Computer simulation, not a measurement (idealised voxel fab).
process module | voxel ribs on slabs
cross-section cut | 145 nm wide | cells 5 nm
A cross-section is a grid of square cells, given in bands from the top down. A band is one or more rows of cells.
Each band's line starts with the height of the band's top and of its bottom, in nm. Then come its materials from left to right, each with its width in nm. One material with "throughout" fills the band from edge to edge. "air" is empty space.
Height 0 is the level under which the wafer as received is all one material. The lowest band goes on downwards, as in "0 down".
A width such as "30 to 40" changes by the same amount from each row of cells to the next, from the band's top row to its bottom row.
"no change" after a step means that no cell of the cross-section changed.
closed voids: empty space of 8 cells or more with no open way to the top, each as width x height at its distance from the left edge, in nm
after a step's settings: what the simulator itself notes on the step
overlay nm, on a step with a mask: how far to the right of its planned place the mask lay; to the left if negative
plan
1 op RECEIVE | material Si
2 op DIRECTIONAL_DEP | material SiO2 | thk nm 25
3 op DIRECTIONAL_DEP | material polySi | thk nm 15
4 op DIRECTIONAL_DEP | material aC | thk nm 10
5 op PATTERN | tone cover | mask id RIB | material resist | width nm 15 | thk nm 30 | overlay nm 0
6 op DIRECTIONAL_ETCH | etch materials aC | depth nm 10
7 op STRIP | etch materials resist
8 op DIRECTIONAL_ETCH | etch materials polySi | depth nm 10
9 op STRIP | etch materials aC
10 op MASKED_ETCH | tone cover | mask id SLAB | width nm 55 | etch materials polySi | depth nm 5 | overlay nm 0
11 op FILL_DEP | material SiO2 | thk nm 25
12 op CMP | height nm 55
13 op DIRECTIONAL_DEP | material TiN | thk nm 10
14 op PATTERN | tone cover | mask id HEATER | material resist | width nm 25 | thk nm 20 | overlay nm 0
15 op DIRECTIONAL_ETCH | etch materials TiN | depth nm 10
16 op STRIP | etch materials resist
17 op CONFORMAL_DEP | material SiO2 | thk nm 5
as received, after step 1
  0 down: Si throughout
  closed voids: none
first wafer at the end, as planned
  70 to 65: air 55 | SiO2 35 | air 55
  65 to 60: air 55 | SiO2 5 | TiN 25 | SiO2 5 | air 55
  60 to 55: SiO2 60 | TiN 25 | SiO2 60
  55 to 40: SiO2 throughout
  40 to 30: SiO2 65 | polySi 15 | SiO2 65
  30 to 25: SiO2 45 | polySi 55 | SiO2 45
  25 to 0: SiO2 throughout
  0 down: Si throughout
  closed voids: none
second wafer at the end: like start, like plan, one mistake
  70 to 65: SiO2 65 | air 15 | SiO2 65
  65 to 60: TiN 60 | SiO2 5 | air 15 | SiO2 5 | TiN 60
  60 to 55: TiN 60 | SiO2 25 | TiN 60
  55 to 40: SiO2 throughout
  40 to 30: SiO2 65 | polySi 15 | SiO2 65
  30 to 25: SiO2 45 | polySi 55 | SiO2 45
  25 to 0: SiO2 throughout
  0 down: Si throughout
  closed voids: none
what went wrong: step 14 ran as: op PATTERN | tone open | mask id HEATER | material resist | width nm 25 | thk nm 20 | overlay nm 0
at the end the second wafer has, in cells: 38 more of TiN
